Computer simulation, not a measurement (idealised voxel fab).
process module | voxel self aligned vias
cross-section cut | 260 nm wide | cells 5 nm
A cross-section is a grid of square cells, given in bands from the top down. A band is one or more rows of cells.
Each band's line starts with the height of the band's top and of its bottom, in nm. Then come its materials from left to right, each with its width in nm. One material with "throughout" fills the band from edge to edge. "air" is empty space.
Height 0 is the level under which the wafer as received is all one material. The lowest band goes on downwards, as in "0 down".
A width such as "30 to 40" changes by the same amount from each row of cells to the next, from the band's top row to its bottom row.
"no change" after a step means that no cell of the cross-section changed.
closed voids: empty space of 8 cells or more with no open way to the top, each as width x height at its distance from the left edge, in nm
after a step's settings: what the simulator itself notes on the step
overlay nm, on a step with a mask: how far to the right of its planned place the mask lay; to the left if negative
plan
1 op RECEIVE | material Si
2 op CONFORMAL_DEP | material SiO2 | thk nm 15
3 op CONFORMAL_DEP | material SiCN | thk nm 5
4 op DIRECTIONAL_DEP | material lowk | thk nm 20
5 op PATTERN | tone open | mask id LINES | material resist | width nm 20 | pitch nm 60 | thk nm 15 | overlay nm 0
6 op DIRECTIONAL_ETCH | etch materials lowk | depth nm 20
7 op STRIP | etch materials resist
8 op CONFORMAL_DEP | material TiN | thk nm 5
9 op FILL_DEP | material Ru | thk nm 10
10 op CMP | height nm 40
11 op SELECTIVE_ETCH | etch materials W Ru TiN | depth nm 10
12 op FILL_DEP | material SiN | thk nm 5
13 op CMP | height nm 40
14 op DIRECTIONAL_DEP | material lowk | thk nm 20
15 op MASKED_ETCH | tone open | mask id VIAS | width nm 40 | etch materials lowk | depth nm 20 | overlay nm 0
16 op MASKED_ETCH | tone open | mask id VIAS | width nm 40 | etch materials SiN | depth nm 10 | overlay nm 0
17 op CONFORMAL_DEP | material TiN | thk nm 5
18 op FILL_DEP | material Cu | thk nm 10
19 op CMP | height nm 60
20 op CONFORMAL_DEP | material SiCN | thk nm 5
first wafer, as planned
as received, after step 1
  0 down: Si throughout
  closed voids: none
after step 2
  15 to 0: SiO2 throughout
  below 0: unchanged
after step 3
  20 to 15: SiCN throughout
  below 15: unchanged
after step 4
  40 to 20: lowk throughout
  below 20: unchanged
after step 5
  55 to 40: resist 90 | air 20 | resist 40 | air 20 | resist 90
  below 40: unchanged
after step 6
  55 to 40: resist 90 | air 20 | resist 40 | air 20 | resist 90
  40 to 20: lowk 90 | air 20 | lowk 40 | air 20 | lowk 90
  below 20: unchanged
after step 7
  40 to 20: lowk 90 | air 20 | lowk 40 | air 20 | lowk 90
  below 20: unchanged
after step 8
  45 to 40: TiN 95 | air 10 | TiN 50 | air 10 | TiN 95
  40 to 25: lowk 90 | TiN 5 | air 10 | TiN 5 | lowk 40 | TiN 5 | air 10 | TiN 5 | lowk 90
  25 to 20: lowk 90 | TiN 20 | lowk 40 | TiN 20 | lowk 90
  below 20: unchanged
after step 9
  55 to 45: Ru throughout
  45 to 40: TiN 95 | Ru 10 | TiN 50 | Ru 10 | TiN 95
  40 to 25: lowk 90 | TiN 5 | Ru 10 | TiN 5 | lowk 40 | TiN 5 | Ru 10 | TiN 5 | lowk 90
  below 25: unchanged
after step 10
  40 to 25: lowk 90 | TiN 5 | Ru 10 | TiN 5 | lowk 40 | TiN 5 | Ru 10 | TiN 5 | lowk 90
  below 25: unchanged
after step 11
  40 to 30: lowk 90 | air 20 | lowk 40 | air 20 | lowk 90
  below 30: unchanged
after step 12
  45 to 40: SiN throughout
  40 to 30: lowk 90 | SiN 20 | lowk 40 | SiN 20 | lowk 90
  below 30: unchanged
after step 13
  40 to 30: lowk 90 | SiN 20 | lowk 40 | SiN 20 | lowk 90
  below 30: unchanged
after step 14
  60 to 40: lowk throughout
  below 40: unchanged
after step 15
  60 to 40: lowk 80 | air 40 | lowk 140
  below 40: unchanged
after step 16
  60 to 40: lowk 80 | air 40 | lowk 140
  40 to 30: lowk 90 | air 20 | lowk 40 | SiN 20 | lowk 90
  below 30: unchanged
after step 17
  65 to 60: TiN 85 | air 30 | TiN 145
  60 to 45: lowk 80 | TiN 5 | air 30 | TiN 5 | lowk 140
  45 to 40: lowk 80 | TiN 15 | air 10 | TiN 15 | lowk 140
  40 to 35: lowk 90 | TiN 5 | air 10 | TiN 5 | lowk 40 | SiN 20 | lowk 90
  35 to 30: lowk 90 | TiN 20 | lowk 40 | SiN 20 | lowk 90
  below 30: unchanged
after step 18
  75 to 65: Cu throughout
  65 to 60: TiN 85 | Cu 30 | TiN 145
  60 to 45: lowk 80 | TiN 5 | Cu 30 | TiN 5 | lowk 140
  45 to 40: lowk 80 | TiN 15 | Cu 10 | TiN 15 | lowk 140
  40 to 35: lowk 90 | TiN 5 | Cu 10 | TiN 5 | lowk 40 | SiN 20 | lowk 90
  below 35: unchanged
after step 19
  60 to 45: lowk 80 | TiN 5 | Cu 30 | TiN 5 | lowk 140
  below 45: unchanged
after step 20
  65 to 60: SiCN throughout
  below 60: unchanged
second wafer: like start, like plan, one mistake. Through step 14 it matches the first wafer
when step 15 should have ended
  60 to 40: lowk 85 | air 40 | lowk 135
  below 40: unchanged
when step 16 should have ended
  60 to 40: lowk 85 | air 40 | lowk 135
  40 to 30: lowk 90 | air 20 | lowk 40 | SiN 20 | lowk 90
  below 30: unchanged
when step 17 should have ended
  65 to 60: TiN 90 | air 30 | TiN 140
  60 to 45: lowk 85 | TiN 5 | air 30 | TiN 5 | lowk 135
  45 to 40: lowk 85 | TiN 10 | air 10 | TiN 20 | lowk 135
  40 to 35: lowk 90 | TiN 5 | air 10 | TiN 5 | lowk 40 | SiN 20 | lowk 90
  35 to 30: lowk 90 | TiN 20 | lowk 40 | SiN 20 | lowk 90
  below 30: unchanged
when step 18 should have ended
  75 to 65: Cu throughout
  65 to 60: TiN 90 | Cu 30 | TiN 140
  60 to 45: lowk 85 | TiN 5 | Cu 30 | TiN 5 | lowk 135
  45 to 40: lowk 85 | TiN 10 | Cu 10 | TiN 20 | lowk 135
  40 to 35: lowk 90 | TiN 5 | Cu 10 | TiN 5 | lowk 40 | SiN 20 | lowk 90
  below 35: unchanged
when step 19 should have ended
  60 to 45: lowk 85 | TiN 5 | Cu 30 | TiN 5 | lowk 135
  below 45: unchanged
when step 20 should have ended
  65 to 60: SiCN throughout
  below 60: unchanged
what went wrong: step 15 ran as: op MASKED_ETCH | tone open | mask id VIAS | width nm 40 | etch materials lowk | depth nm 20 | overlay nm 5
at the end the second wafer has, in cells: as many of each material as the first, in other places
